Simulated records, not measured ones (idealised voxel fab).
This is a process module. Its name is voxel air gaps.
Cross-sectional view cut (width: 275 nm; square cell size: 5 nm).
Each cross-section below is a grid of square cells, stated as bands in top-down order, with one or more rows of cells making up each band. Top, bottom (nm), then materials left to right with widths (nm); lone material tagged "everywhere" fills the whole band edge to edge; "blank" = empty space. Beneath 0, the wafer as received is one material, and that level is where height counting begins. The lowest band goes on downward without a bottom; it is written like "0 down". Think of "30 to 40" as a width that walks from the first number to the second as you go down the band, top row to bottom row, taking equal-sized steps from row to row. Basically "no alterations made" means that step didn't change any cell in the cross-section. "Fully enclosed voids" contains a list of empty spaces, each no smaller than 8 cells and without an open way to the top, written in the form width x height at distance with the distance from the left edge and all three in nm. Text after the settings on a step's line: the simulator's own remark on that step. overlay nm: on a step with a mask, how far right of its planned place the mask lay; negative means left.

Process steps (planned):
| 1 | RECEIVE [material Si] |
| 2 | CONFORMAL_DEP [material SiO2] [thk nm 10] |
| 3 | CONFORMAL_DEP [material SiN] [thk nm 5] |
| 4 | DIRECTIONAL_DEP [material SiO2] [thk nm 35] |
| 5 | MASKED_ETCH [tone open] [mask id LINES] [width nm 20] [pitch nm 50] [etch materials SiO2] [depth nm 35] [overlay nm -15] |
| 6 | CONFORMAL_DEP [material TiN] [thk nm 5] |
| 7 | FILL_DEP [material W] [thk nm 10] |
| 8 | CMP [height nm 50] |
| 9 | EPI [material Ru] [thk nm 10] |
| 10 | SELECTIVE_ETCH [etch materials SiO2] [depth nm 45] |
| 11 | CONFORMAL_DEP [material SiN] [thk nm 5] |
All wafers enter the flow in the same state. The overlay nm at step 5 differs from wafer to wafer, and the plan gives the value for the first wafer.

As-received cross-section, first of several wafers, post step 1:
	0 down  Si everywhere
	Fully enclosed voids: none

Heads up, this table goes wafer by wafer. A row tells you, at the end of the module, how many cells of each material that wafer has put on (+) or dropped (-) since it was received, and then its closed voids:
overlay nm -15; +64 Ru; +214 SiN; +110 SiO2; +64 TiN; +48 W; Fully enclosed voids: 20 x 25 at 60; 20 x 25 at 110; 20 x 25 at 160
overlay nm -10; +64 Ru; +214 SiN; +110 SiO2; +64 TiN; +48 W; Fully enclosed voids: 20 x 25 at 65; 20 x 25 at 115; 20 x 25 at 165
overlay nm -5; +64 Ru; +214 SiN; +110 SiO2; +64 TiN; +48 W; Fully enclosed voids: 20 x 25 at 70; 20 x 25 at 120; 20 x 25 at 170
overlay nm 0; +64 Ru; +214 SiN; +110 SiO2; +64 TiN; +48 W; Fully enclosed voids: 20 x 25 at 75; 20 x 25 at 125; 20 x 25 at 175
overlay nm 5; +64 Ru; +214 SiN; +110 SiO2; +64 TiN; +48 W; Fully enclosed voids: 20 x 25 at 80; 20 x 25 at 130; 20 x 25 at 180
overlay nm 10; +64 Ru; +214 SiN; +110 SiO2; +64 TiN; +48 W; Fully enclosed voids: 20 x 25 at 85; 20 x 25 at 135; 20 x 25 at 185
overlay nm 15; +64 Ru; +214 SiN; +110 SiO2; +64 TiN; +48 W; Fully enclosed voids: 20 x 25 at 90; 20 x 25 at 140; 20 x 25 at 190
